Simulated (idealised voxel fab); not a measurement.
The name of this process module is voxel transistor to metal.
This is section cut - it's 205 nm across, gridded in 5 nm square cells.
This document writes a cross-section as a grid whose cells are square, and gives it as bands, listed from the top down; one or more rows of cells form a band. Basically the band line says how high the top is and how high the bottom is, in nm, and then what's in it from left to right, every material with its width in nm. Empty space shows up as "air", and if a single material carries "throughout" it runs the full band edge to edge. Heights are measured from 0, the level below which the as-received wafer is all one material; the lowest band has no bottom and continues downward, written as in "0 down". The width entry "30..40" should be interpreted row by row: the top row of cells in the band takes the first number, the bottom row takes the second number, and the change between adjacent rows is uniform throughout. "left unchanged", as given for a step, is the statement that not any cell of the cross-section underwent a change during that step. Closed-off voids of 8+ cells (no open route to the top) go in "Sealed-off cavities", written width x height at distance from the left edge, in nm. Note: text after step settings on the step line = simulator remark on that step. A step line may carry the setting "overlay nm", which, for steps involving a mask, states the distance by which the mask lay to the right of its intended position; negative values denote displacement to the left.

**Planned step list for the process**
1,RECEIVE with material Si
2,CONFORMAL_DEP with material SiO2, thk nm 5
3,CONFORMAL_DEP with material SiN, thk nm 10
4,MASKED_ETCH with tone cover, mask id ACTIVE, width nm 110, etch materials SiN, depth nm 10, overlay nm 0
5,MASKED_ETCH with tone cover, mask id ACTIVE, width nm 110, etch materials SiO2, depth nm 5, overlay nm 0
6,MASKED_ETCH with tone cover, mask id ACTIVE, width nm 110, etch materials Si, depth nm 25, overlay nm 0
7,FILL_DEP with material SiO2, thk nm 15
8,CMP with height nm 15
9,SELECTIVE_ETCH with etch materials SiO2, depth nm 5
10,STRIP with etch materials SiN
11,SELECTIVE_ETCH with etch materials SiO2, depth nm 5
12,OXIDIZE with depth nm 5
13,DIRECTIONAL_DEP with material polySi, thk nm 20
14,DIRECTIONAL_DEP with material SiCN, thk nm 10
15,MASKED_ETCH with tone cover, mask id GATE, width nm 20, etch materials SiCN, depth nm 20, overlay nm 0
16,MASKED_ETCH with tone cover, mask id GATE, width nm 20, etch materials polySi, depth nm 30, overlay nm 0
17,CONFORMAL_DEP with material SiN, thk nm 10
18,DIRECTIONAL_ETCH with etch materials SiN, depth nm 10
19,DIRECTIONAL_ETCH with etch materials SiO2, depth nm 5
20,DIRECTIONAL_ETCH with etch materials Si, depth nm 5
21,EPI with material SiGe, thk nm 5
22,FILL_DEP with material SiO2, thk nm 5
23,CMP with height nm 30
24,DIRECTIONAL_DEP with material SiO2, thk nm 15
25,PATTERN with tone open, mask id CONTACT, material resist, width nm 20, pitch nm 80, thk nm 15, overlay nm 0
26,DIRECTIONAL_ETCH with etch materials SiO2, depth nm 50
27,STRIP with etch materials resist
28,CONFORMAL_DEP with material TiN, thk nm 5
29,FILL_DEP with material W, thk nm 5
30,CMP with height nm 45
31,CONFORMAL_DEP with material SiCN, thk nm 5
32,DIRECTIONAL_DEP with material lowk, thk nm 25
33,MASKED_ETCH with tone open, mask id METAL_1, width nm 20, pitch nm 80, etch materials lowk, depth nm 25, overlay nm 0
34,MASKED_ETCH with tone open, mask id METAL_1, width nm 20, pitch nm 80, etch materials SiCN, depth nm 5, overlay nm 0
35,CONFORMAL_DEP with material TiN, thk nm 5
36,FILL_DEP with material Cu, thk nm 10
37,CMP with height nm 75
38,CONFORMAL_DEP with material SiCN, thk nm 5
39,DIRECTIONAL_DEP with material SiO2, thk nm 30
40,MASKED_ETCH with tone open, mask id METAL_2, width nm 20, pitch nm 80, etch materials SiO2, depth nm 15, overlay nm 0
41,MASKED_ETCH with tone open, mask id METAL_2_HOLES, width nm 15, pitch nm 80, etch materials SiO2, depth nm 15, overlay nm 0
42,MASKED_ETCH with tone open, mask id METAL_2_HOLES, width nm 15, pitch nm 80, etch materials SiCN, depth nm 5, overlay nm 0
43,CONFORMAL_DEP with material TiN, thk nm 5
44,FILL_DEP with material Cu, thk nm 10
45,CMP with height nm 110
46,CONFORMAL_DEP with material SiCN, thk nm 5

**This is the cross-section of the wafer as we received it, i.e. after step 1**
0 down | Si throughout
Sealed-off cavities: none

**Final cross-section, module run with one mistake (start and plan as above)**
115 to 110 | SiCN throughout
110 to 100 | SiO2=50 | TiN=5 | Cu=10 | TiN=5 | SiO2=60 | TiN=5 | Cu=10 | TiN=5 | SiO2=55
100 to 95 | SiO2=50 | TiN=5 | Cu=5 | TiN=10 | SiO2=60 | TiN=5 | Cu=5 | TiN=10 | SiO2=55
95 to 80 | SiO2=50 | TiN=5 | Cu=5 | TiN=5 | SiO2=65 | TiN=5 | Cu=5 | TiN=5 | SiO2=60
80 to 75 | SiCN=50 | TiN=15 | SiCN=65 | TiN=15 | SiCN=60
75 to 50 | lowk=50 | TiN=5 | Cu=10 | TiN=5 | lowk=60 | TiN=5 | Cu=10 | TiN=5 | lowk=55
50 to 45 | SiCN=50 | TiN=20 | SiCN=60 | TiN=20 | SiCN=55
45 to 35 | W=45 | TiN=5 | SiO2=20 | TiN=5 | W=50 | TiN=5 | SiO2=20 | TiN=5 | W=50
35 to 30 | W=45 | TiN=5 | SiO2=20 | TiN=60 | SiO2=20 | TiN=5 | W=50
30 to 20 | W=45 | TiN=5 | SiO2=20 | TiN=10 | SiN=10 | SiCN=20 | SiN=10 | TiN=10 | SiO2=20 | TiN=5 | W=50
20 to 10 | W=45 | TiN=5 | SiO2=20 | TiN=10 | SiN=10 | polySi=20 | SiN=10 | TiN=10 | SiO2=20 | TiN=5 | W=50
10 to 5 | W=35 | TiN=15 | SiO2=20 | TiN=10 | SiN=10 | polySi=20 | SiN=10 | TiN=10 | SiO2=20 | TiN=15 | W=40
5 to 0 | W=35 | TiN=5 | SiN=10 | SiO2=20 | TiN=10 | SiN=10 | polySi=20 | SiN=10 | TiN=10 | SiO2=20 | SiN=10 | TiN=5 | W=40
0 to -5 | TiN=40 | SiO2=10 | SiGe=5 | SiO2=15 | TiN=5 | SiGe=5 | SiO2=40 | SiGe=5 | TiN=5 | SiO2=15 | SiGe=5 | SiO2=10 | TiN=45
-5 to -10 | SiO2=45 | Si=5 | SiGe=30 | Si=40 | SiGe=30 | Si=5 | SiO2=50
-10 to -25 | SiO2=45 | Si=110 | SiO2=50
-25 down | Si throughout
Sealed-off cavities: none
The mistake made against the process plan was this: off-plan run, step 25, actual operation and settings PATTERN with tone cover, mask id CONTACT, material resist, width nm 20, pitch nm 80, thk nm 15, overlay nm 0
